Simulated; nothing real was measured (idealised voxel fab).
process module | voxel wiring stack
cross-section cut | 280 nm wide | cells 5 nm
A cross-section is a grid of square cells, given in bands from the top down. A band is one or more rows of cells.
Each band's line starts with the height of the band's top and of its bottom, in nm. Then come its materials from left to right, each with its width in nm. One material with "throughout" fills the band from edge to edge. "air" is empty space.
Height 0 is the level under which the wafer as received is all one material. The lowest band goes on downwards, as in "0 down".
A width such as "30 to 40" changes by the same amount from each row of cells to the next, from the band's top row to its bottom row.
"no change" after a step means that no cell of the cross-section changed.
closed voids: empty space of 8 cells or more with no open way to the top, each as width x height at its distance from the left edge, in nm
after a step's settings: what the simulator itself notes on the step
overlay nm, on a step with a mask: how far to the right of its planned place the mask lay; to the left if negative
plan
1 op RECEIVE | material Si
2 op CONFORMAL_DEP | material SiO2 | thk nm 10
3 op CONFORMAL_DEP | material SiN | thk nm 5
4 op DIRECTIONAL_DEP | material lowk | thk nm 15
5 op DIRECTIONAL_DEP | material aC | thk nm 10
6 op PATTERN | tone open | mask id METAL_1 | material resist | width nm 25 | pitch nm 40 | thk nm 30 | overlay nm 0
7 op DIRECTIONAL_ETCH | etch materials aC | depth nm 10
8 op STRIP | etch materials resist
9 op DIRECTIONAL_ETCH | etch materials lowk | depth nm 15
10 op DIRECTIONAL_ETCH | etch materials SiN | depth nm 5
11 op STRIP | etch materials aC
12 op CONFORMAL_DEP | material TiN | thk nm 5
13 op FILL_DEP | material Cu | thk nm 5
14 op CMP | height nm 30
15 op CONFORMAL_DEP | material SiCN | thk nm 5
16 op DIRECTIONAL_DEP | material lowk | thk nm 20
17 op DIRECTIONAL_DEP | material aC | thk nm 15
18 op PATTERN | tone open | mask id PLUG_1 | material resist | width nm 15 | pitch nm 40 | thk nm 35 | overlay nm 0
19 op DIRECTIONAL_ETCH | etch materials aC | depth nm 15
20 op STRIP | etch materials resist
21 op DIRECTIONAL_ETCH | etch materials lowk | depth nm 20
22 op DIRECTIONAL_ETCH | etch materials SiCN | depth nm 5
23 op STRIP | etch materials aC
24 op CONFORMAL_DEP | material TiN | thk nm 5
25 op FILL_DEP | material Ru | thk nm 5
26 op CMP | height nm 55
27 op CONFORMAL_DEP | material SiCN | thk nm 5
28 op DIRECTIONAL_DEP | material lowk | thk nm 25
29 op MASKED_ETCH | tone open | mask id METAL_2 | width nm 25 | pitch nm 40 | etch materials lowk | depth nm 25 | overlay nm 0
30 op MASKED_ETCH | tone open | mask id METAL_2 | width nm 25 | pitch nm 40 | etch materials SiCN | depth nm 5 | overlay nm 0
31 op CONFORMAL_DEP | material TiN | thk nm 5
32 op FILL_DEP | material Cu | thk nm 5
33 op CMP | height nm 85
34 op CONFORMAL_DEP | material SiN | thk nm 5
as received, after step 1
  0 down: Si throughout
  closed voids: none
a wafer at the end: this start, this plan, one mistake
  90 to 85: SiN throughout
  85 to 60: lowk 105 | TiN 5 | Cu 15 | TiN 5 | lowk 15 | TiN 5 | Cu 15 | TiN 5 | lowk 110
  60 to 55: SiCN 105 | TiN 25 | SiCN 15 | TiN 25 | SiCN 110
  55 to 35: lowk 105 | TiN 5 | Ru 5 | TiN 5 | lowk 25 | TiN 5 | Ru 5 | TiN 5 | lowk 120
  35 to 30: SiCN 105 | TiN 15 | SiCN 25 | TiN 15 | SiCN 120
  30 to 25: TiN 110 | Cu 15 | TiN 25 | Cu 15 | TiN 115
  25 to 15: lowk 105 | TiN 5 | Cu 15 | TiN 5 | lowk 15 | TiN 5 | Cu 15 | TiN 5 | lowk 110
  15 to 10: lowk 105 | TiN 25 | lowk 15 | TiN 25 | lowk 110
  10 to 0: SiO2 throughout
  0 down: Si throughout
  closed voids: none
what went wrong: step 3 was left out
